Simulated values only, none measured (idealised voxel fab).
Process module in this document: voxel wiring stack
The cross-section shown here is cut; it is 220 nm wide and divided into square cells measuring 5 nm on a side.
In what follows, cross-sections appear as grids of square cells, described through bands that run from the top down, where every band is one or more rows of cells.
It is stipulated that each band's entry specify, in nanometres, the height of the top of the band and then that of its bottom, followed by the materials of the band in left-to-right sequence, each together with its width in nanometres. A single material marked by the word "everywhere" is understood to fill the band from edge to edge; the word "empty" is understood to denote empty space.
Height is counted from the level 0, under which the received wafer is composed throughout of one material. The lowest of the bands is not closed at the bottom but continues downward, in the notation "0..down".
With a width like "30->40", each row of cells in the band differs from the next by the same amount, the top row carrying the first number and the bottom row the second.
Step note "remained the same" = no cross-section cell changed.
Reported under the label "Enclosed void catalog" are the empty spaces having no open way to the top and comprising 8 cells or more; the notation for each is width x height at distance, in which the distance is measured from the left edge and all three values are in nm.
The remark found on a step's line after its settings is issued by the simulator itself and pertains to that step.
Among the settings permitted on a step's line is "overlay nm"; applied to a step with a mask, it specifies the extent to which the mask lay to the right of its planned position, whereas a negative figure signifies a position to the left.

The steps planned for the process are as follows:
1,RECEIVE: material Si
2,CONFORMAL_DEP: material SiO2, thk nm 15
3,DIRECTIONAL_DEP: material TiN, thk nm 5
4,DIRECTIONAL_DEP: material W, thk nm 15
5,DIRECTIONAL_DEP: material aC, thk nm 10
6,PATTERN: tone cover, mask id METAL_1, material resist, width nm 20, pitch nm 50, thk nm 25, overlay nm 0
7,DIRECTIONAL_ETCH: etch materials aC, depth nm 10
8,STRIP: etch materials resist
9,DIRECTIONAL_ETCH: etch materials W, depth nm 15
10,DIRECTIONAL_ETCH: etch materials TiN, depth nm 5
11,STRIP: etch materials aC
12,CONFORMAL_DEP: material SiN, thk nm 5
13,FILL_DEP: material SiO2, thk nm 10
14,CMP: height nm 35
15,CONFORMAL_DEP: material SiCN, thk nm 5
16,DIRECTIONAL_DEP: material lowk, thk nm 10
17,DIRECTIONAL_DEP: material aC, thk nm 15
18,PATTERN: tone open, mask id PLUG_1, material resist, width nm 15, pitch nm 50, thk nm 30, overlay nm -15
19,DIRECTIONAL_ETCH: etch materials aC, depth nm 15
20,STRIP: etch materials resist
21,DIRECTIONAL_ETCH: etch materials lowk, depth nm 10
22,DIRECTIONAL_ETCH: etch materials SiCN, depth nm 5
23,STRIP: etch materials aC
24,EPI: material Ru, thk nm 10
25,EPI: material Ru, thk nm 5
26,CONFORMAL_DEP: material SiCN, thk nm 5
27,DIRECTIONAL_DEP: material SiO2, thk nm 25
28,MASKED_ETCH: tone open, mask id METAL_2, width nm 20, pitch nm 50, etch materials SiO2, depth nm 25, overlay nm 0
29,MASKED_ETCH: tone open, mask id METAL_2, width nm 20, pitch nm 50, etch materials SiCN, depth nm 5, overlay nm 0
30,CONFORMAL_DEP: material TiN, thk nm 5
31,FILL_DEP: material W, thk nm 10
32,CMP: height nm 80
33,CONFORMAL_DEP: material SiCN, thk nm 5
34,DIRECTIONAL_DEP: material SiO2, thk nm 10
35,DIRECTIONAL_DEP: material aC, thk nm 15
36,PATTERN: tone open, mask id PLUG_2, material resist, width nm 15, pitch nm 50, thk nm 30, overlay nm 0
37,DIRECTIONAL_ETCH: etch materials aC, depth nm 15
38,STRIP: etch materials resist
39,DIRECTIONAL_ETCH: etch materials SiO2, depth nm 10
40,DIRECTIONAL_ETCH: etch materials SiCN, depth nm 5
41,STRIP: etch materials aC
42,EPI: material Ru, thk nm 10
43,EPI: material Ru, thk nm 5
44,DIRECTIONAL_DEP: material TiN, thk nm 5
45,DIRECTIONAL_DEP: material Ru, thk nm 20
46,MASKED_ETCH: tone cover, mask id METAL_3, width nm 20, pitch nm 50, etch materials Ru, depth nm 20, overlay nm 0
47,MASKED_ETCH: tone cover, mask id METAL_3, width nm 20, pitch nm 50, etch materials TiN, depth nm 5, overlay nm 0
48,CONFORMAL_DEP: material SiCN, thk nm 5
49,FILL_DEP: material SiO2, thk nm 10
50,CMP: height nm 120
51,CONFORMAL_DEP: material SiN, thk nm 5
Across this set of wafers, the varied parameter is the overlay nm of step 18. Starting conditions are identical for every wafer, and the plan reports the value assigned to the first wafer.

First wafer as received, after step 1:
	0..down = Si everywhere
	Enclosed void catalog: none

Below, a row for every wafer. Read it as the end-of-module picture: for each material the wafer shows its cells gained (+) or lost (-) since it was received, and then its closed voids:
overlay nm -15 | +50 Ru | +176 SiCN | +92 SiN | +612 SiO2 | +50 TiN | +44 W | +76 lowk | Enclosed void catalog: none
overlay nm -10 | +68 Ru | +164 SiCN | +92 SiN | +612 SiO2 | +44 TiN | +44 W | +76 lowk | Enclosed void catalog: none
overlay nm -5 | +68 Ru | +164 SiCN | +92 SiN | +612 SiO2 | +44 TiN | +44 W | +76 lowk | Enclosed void catalog: none
overlay nm 0 | +68 Ru | +164 SiCN | +92 SiN | +612 SiO2 | +44 TiN | +44 W | +76 lowk | Enclosed void catalog: none
overlay nm 5 | +68 Ru | +164 SiCN | +92 SiN | +612 SiO2 | +44 TiN | +44 W | +76 lowk | Enclosed void catalog: none
overlay nm 10 | +68 Ru | +164 SiCN | +92 SiN | +612 SiO2 | +44 TiN | +44 W | +76 lowk | Enclosed void catalog: none
overlay nm 15 | +68 Ru | +164 SiCN | +92 SiN | +612 SiO2 | +44 TiN | +44 W | +76 lowk | Enclosed void catalog: none
